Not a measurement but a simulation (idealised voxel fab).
This section sets out a process module, namely voxel ribs on slabs.
FYI the section here is cut, 190 nm wide, cells are 5 nm squares.
How to read a cross-section here: the picture is a grid of square cells, written as bands going from the top down, and any band can span one or more rows of cells.
Each band's line starts with the height of the band's top and of its bottom, in nm. Then come its materials from left to right, each with its width in nm. One material with "edge to edge" fills the band from edge to edge. "blank" is empty space.
Basically, 0 is our baseline, since under it the wafer straight out of the box is all one material. The bottom band has no lower end and keeps on going down, so it looks like "0 and below".
You'd read "30 to 40" like this: the band's top row of cells is as wide as the first number, its bottom row is as wide as the second, and going down, every row changes width by the same amount as the row before did.
"all unchanged" after a step means that no cell of the cross-section changed.
"Closed void register" enumerates empty spaces isolated from the top, with no open way to it, that contain at least 8 cells, giving each as width x height at distance from the left edge, all three in nm.
Whatever follows a step's settings on its line is a remark the simulator itself makes about that step.
Among the settings permitted on a step's line is "overlay nm"; applied to a step with a mask, it specifies the extent to which the mask lay to the right of its planned position, whereas a negative figure signifies a position to the left.
Quick note on how to read the rest: it's all pairs. You get the cross-section before a process step and the one after, but the after one only goes down as far as the lowest band that changed. The step in between, with its settings, sits under the pair. Heads up, the pairs can come from different runs of this module on the same starting wafer, so don't assume a pair picks up from the one above unless its "Pre-step section" entry says it does.

Pre-step section:
- 90 down to 60 | blank 80 nm | resist 30 nm | blank 80 nm
- 60 down to 50 | aC edge to edge
- 50 down to 30 | TiN edge to edge
- 30 down to 0 | SiO2 edge to edge
- 0 and below | Si edge to edge
- Closed void register: none

Result of Step:
- 80 down to 60 | blank 80 nm | resist 30 nm | blank 80 nm
- 60 down to 50 | blank 80 nm | aC 30 nm | blank 80 nm
- Lower than 50, everything is as it was.
- Closed void register: none
Step applied between the pre-step and post-step cross-sections shown above: DIRECTIONAL_ETCH with etch materials aC, depth nm 10

Pre-step section: carried over from the after image of the pair right above.

Result of Step:
- 60 down to 50 | blank 80 nm | aC 30 nm | blank 80 nm
- Lower than 50, everything is as it was.
- Closed void register: none
Step applied between the pre-step and post-step cross-sections shown above: STRIP with etch materials resist

Pre-step section: carried over from the after image of the pair right above.

Result of Step:
- 50 down to 30 | TiN edge to edge
- Lower than 30, everything is as it was.
- Closed void register: none
Step applied between the pre-step and post-step cross-sections shown above: STRIP with etch materials aC

Pre-step section:
- 60 down to 50 | aC edge to edge
- 50 down to 30 | TiN edge to edge
- 30 down to 0 | SiO2 edge to edge
- 0 and below | Si edge to edge
- Closed void register: none

Result of Step:
- 85 down to 60 | blank 55 nm | resist 80 nm | blank 55 nm
- Lower than 60, everything is as it was.
- Closed void register: none
Step applied between the pre-step and post-step cross-sections shown above: PATTERN with tone cover, mask id SLAB, material resist, width nm 80, thk nm 25, overlay nm 0

Pre-step section: carried over from the after image of the pair right above.

Result of Step:
- 75 down to 60 | blank 55 nm | resist 80 nm | blank 55 nm
- 60 down to 50 | blank 55 nm | aC 80 nm | blank 55 nm
- Lower than 50, everything is as it was.
- Closed void register: none
Step applied between the pre-step and post-step cross-sections shown above: DIRECTIONAL_ETCH with etch materials aC, depth nm 10

Pre-step section: carried over from the after image of the pair right above.

Result of Step:
- 60 down to 50 | blank 55 nm | aC 80 nm | blank 55 nm
- Lower than 50, everything is as it was.
- Closed void register: none
Step applied between the pre-step and post-step cross-sections shown above: STRIP with etch materials resist

Pre-step section: carried over from the after image of the pair right above.

Result of Step:
- 50 down to 30 | TiN edge to edge
- Lower than 30, everything is as it was.
- Closed void register: none
Step applied between the pre-step and post-step cross-sections shown above: STRIP with etch materials aC

Pre-step section: carried over from the after image of the pair right above.

Result of Step:
- 80 down to 50 | SiO2 edge to edge
- Lower than 50, everything is as it was.
- Closed void register: none
Step applied between the pre-step and post-step cross-sections shown above: FILL_DEP with material SiO2, thk nm 30

Pre-step section: carried over from the after image of the pair right above.

Result of Step:
- 70 down to 50 | SiO2 edge to edge
- Lower than 50, everything is as it was.
- Closed void register: none
Step applied between the pre-step and post-step cross-sections shown above: CMP with height nm 70

Pre-step section: carried over from the after image of the pair right above.

Result of Step:
- 75 down to 70 | TiN edge to edge
- Lower than 70, everything is as it was.
- Closed void register: none
Step applied between the pre-step and post-step cross-sections shown above: DIRECTIONAL_DEP with material TiN, thk nm 5

Pre-step section: carried over from the after image of the pair right above.

Result of Step:
- 95 down to 75 | blank 75 nm | resist 40 nm | blank 75 nm
- Lower than 75, everything is as it was.
- Closed void register: none
Step applied between the pre-step and post-step cross-sections shown above: PATTERN with tone cover, mask id HEATER, material resist, width nm 40, thk nm 20, overlay nm 0

Pre-step section: carried over from the after image of the pair right above.

Result of Step:
- 95 down to 75 | blank 75 nm | resist 40 nm | blank 75 nm
- 75 down to 70 | blank 75 nm | TiN 40 nm | blank 75 nm
- Lower than 70, everything is as it was.
- Closed void register: none
Step applied between the pre-step and post-step cross-sections shown above: DIRECTIONAL_ETCH with etch materials TiN, depth nm 5

Pre-step section: carried over from the after image of the pair right above.

Result of Step:
- 75 down to 70 | blank 75 nm | TiN 40 nm | blank 75 nm
- Lower than 70, everything is as it was.
- Closed void register: none
Step applied between the pre-step and post-step cross-sections shown above: STRIP with etch materials resist

Pre-step section: carried over from the after image of the pair right above.

Result of Step:
- 85 down to 80 | blank 65 nm | SiO2 60 nm | blank 65 nm
- 80 down to 75 | SiO2 edge to edge
- 75 down to 70 | SiO2 75 nm | TiN 40 nm | SiO2 75 nm
- Lower than 70, everything is as it was.
- Closed void register: none
Step applied between the pre-step and post-step cross-sections shown above: CONFORMAL_DEP with material SiO2, thk nm 10

Pre-step section:
- 75 down to 70 | TiN edge to edge
- 70 down to 50 | SiO2 edge to edge
- 50 down to 45 | SiO2 80 nm | polySi 30 nm | SiO2 80 nm
- 45 down to 30 | SiO2 55 nm | polySi 80 nm | SiO2 55 nm
- 30 down to 0 | SiO2 edge to edge
- 0 and below | Si edge to edge
- Closed void register: none

Result of Step:
- 95 down to 75 | resist 75 nm | blank 40 nm | resist 75 nm
- Lower than 75, everything is as it was.
- Closed void register: none
Step applied between the pre-step and post-step cross-sections shown above: PATTERN with tone open, mask id HEATER, material resist, width nm 40, thk nm 20, overlay nm 0

Pre-step section: carried over from the after image of the pair right above.

Result of Step:
- 95 down to 75 | resist 75 nm | blank 40 nm | resist 75 nm
- 75 down to 70 | TiN 75 nm | blank 40 nm | TiN 75 nm
- Lower than 70, everything is as it was.
- Closed void register: none
Step applied between the pre-step and post-step cross-sections shown above: DIRECTIONAL_ETCH with etch materials TiN, depth nm 5

Pre-step section: carried over from the after image of the pair right above.

Result of Step:
- 75 down to 70 | TiN 75 nm | blank 40 nm | TiN 75 nm
- Lower than 70, everything is as it was.
- Closed void register: none
Step applied between the pre-step and post-step cross-sections shown above: STRIP with etch materials resist

Pre-step section: carried over from the after image of the pair right above.

Result of Step:
- 85 down to 80 | SiO2 85 nm | blank 20 nm | SiO2 85 nm
- 80 down to 75 | SiO2 edge to edge
- 75 down to 70 | TiN 75 nm | SiO2 40 nm | TiN 75 nm
- Lower than 70, everything is as it was.
- Closed void register: none
Step applied between the pre-step and post-step cross-sections shown above: CONFORMAL_DEP with material SiO2, thk nm 10
